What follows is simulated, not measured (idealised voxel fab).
The document below concerns the process module designated voxel capacitor over wiring.
cross-section cut | 205 nm wide | cells 5 nm
The cross-sections in this document take the form of a grid made of square cells. They are written out as bands, in order from top to bottom. Each band consists of one or more rows of cells. Within each band entry, the heights of the top and of the bottom of the band appear first, in that order and in nm; the materials of the band then follow from left to right, each with its corresponding width in nm. The designation "everywhere" on a single material indicates that it fills the band from edge to edge; the designation "blank" indicates empty space. Height 0 is the level under which the wafer as received is all one material. The lowest band goes on downwards, as in "0 and below". Note: "30 to 40" means the width goes from the first number (top row of the band) to the second number (bottom row) in equal steps per row of cells. Key: "no alteration" - step with no changed cell in the cross-section. The entry titled "Closed void listing" provides the empty spaces that have no open way to the top, restricted to those of 8 cells or more. Each is presented as width x height at distance, the distance being measured from the left edge, with all three in nm. Read whatever lies past the settings on a step's line as the simulator's own remark about the step. overlay nm: for a step with a mask, the amount by which the mask lay right of where it was planned; a negative amount means left of it.

### Below is the list of planned process steps
- 1: RECEIVE [material Si]
- 2: CONFORMAL_DEP [material SiO2] [thk nm 10]
- 3: DIRECTIONAL_DEP [material TiN] [thk nm 5]
- 4: DIRECTIONAL_DEP [material Ru] [thk nm 20]
- 5: DIRECTIONAL_DEP [material aC] [thk nm 10]
- 6: PATTERN [tone cover] [mask id METAL_1] [material resist] [width nm 20] [pitch nm 90] [thk nm 30] [overlay nm 0]
- 7: DIRECTIONAL_ETCH [etch materials aC] [depth nm 10]
- 8: STRIP [etch materials resist]
- 9: DIRECTIONAL_ETCH [etch materials Ru] [depth nm 20]
- 10: DIRECTIONAL_ETCH [etch materials TiN] [depth nm 5]
- 11: STRIP [etch materials aC]
- 12: FILL_DEP [material lowk] [thk nm 10]
- 13: CMP [height nm 35]
- 14: CONFORMAL_DEP [material SiCN] [thk nm 5]
- 15: DIRECTIONAL_DEP [material lowk] [thk nm 15]
- 16: DIRECTIONAL_DEP [material aC] [thk nm 10]
- 17: PATTERN [tone open] [mask id PLUG_1] [material resist] [width nm 15] [thk nm 30] [overlay nm 0]
- 18: DIRECTIONAL_ETCH [etch materials aC] [depth nm 10]
- 19: STRIP [etch materials resist]
- 20: DIRECTIONAL_ETCH [etch materials lowk] [depth nm 15]
- 21: DIRECTIONAL_ETCH [etch materials SiCN] [depth nm 5]
- 22: STRIP [etch materials aC]
- 23: EPI [material Ru] [thk nm 10]
- 24: EPI [material Ru] [thk nm 10]
- 25: DIRECTIONAL_DEP [material TiN] [thk nm 10]
- 26: DIRECTIONAL_DEP [material HfO2] [thk nm 5]
- 27: DIRECTIONAL_DEP [material TiN] [thk nm 5]
- 28: DIRECTIONAL_DEP [material aC] [thk nm 10]
- 29: PATTERN [tone cover] [mask id UPPER_PLATE] [material resist] [width nm 65] [thk nm 30] [overlay nm 0]
- 30: DIRECTIONAL_ETCH [etch materials aC] [depth nm 10]
- 31: STRIP [etch materials resist]
- 32: DIRECTIONAL_ETCH [etch materials TiN] [depth nm 5]
- 33: DIRECTIONAL_ETCH [etch materials HfO2] [depth nm 5]
- 34: STRIP [etch materials aC]
- 35: PATTERN [tone cover] [mask id LOWER_PLATE] [material resist] [width nm 75] [thk nm 20] [overlay nm 0]
- 36: DIRECTIONAL_ETCH [etch materials TiN] [depth nm 10]
- 37: STRIP [etch materials resist]
- 38: FILL_DEP [material SiO2] [thk nm 15]
- 39: CMP [height nm 85]
- 40: PATTERN [tone open] [mask id PLUG_2] [material resist] [width nm 15] [thk nm 15] [overlay nm 0]
- 41: DIRECTIONAL_ETCH [etch materials SiO2] [depth nm 10]
- 42: STRIP [etch materials resist]
- 43: CONFORMAL_DEP [material TiN] [thk nm 5]
- 44: FILL_DEP [material Cu] [thk nm 10]
- 45: CMP [height nm 85]
- 46: CONFORMAL_DEP [material SiCN] [thk nm 5]
Across this set of wafers, the varied parameter is the width nm of step 6. Starting conditions are identical for every wafer, and the plan reports the value assigned to the first wafer.

### The as-received cross-section of the first of several wafers corresponds to the state after step 1
* 0 and below = Si everywhere
* Closed void listing: none

### Wafer rows, end of module: cells per material gained (+) or lost (-) since receipt; closed voids last
width nm 20; +1 Cu; +13 HfO2; +44 Ru; +79 SiCN; +266 SiO2; +56 TiN; +279 lowk; Closed void listing: none
width nm 25; +1 Cu; +13 HfO2; +52 Ru; +79 SiCN; +266 SiO2; +58 TiN; +269 lowk; Closed void listing: none
width nm 30; +1 Cu; +13 HfO2; +60 Ru; +79 SiCN; +266 SiO2; +60 TiN; +259 lowk; Closed void listing: none
width nm 35; +1 Cu; +13 HfO2; +68 Ru; +79 SiCN; +266 SiO2; +62 TiN; +249 lowk; Closed void listing: none
width nm 40; +1 Cu; +13 HfO2; +76 Ru; +79 SiCN; +266 SiO2; +64 TiN; +239 lowk; Closed void listing: none
width nm 45; +1 Cu; +13 HfO2; +84 Ru; +79 SiCN; +266 SiO2; +66 TiN; +229 lowk; Closed void listing: none
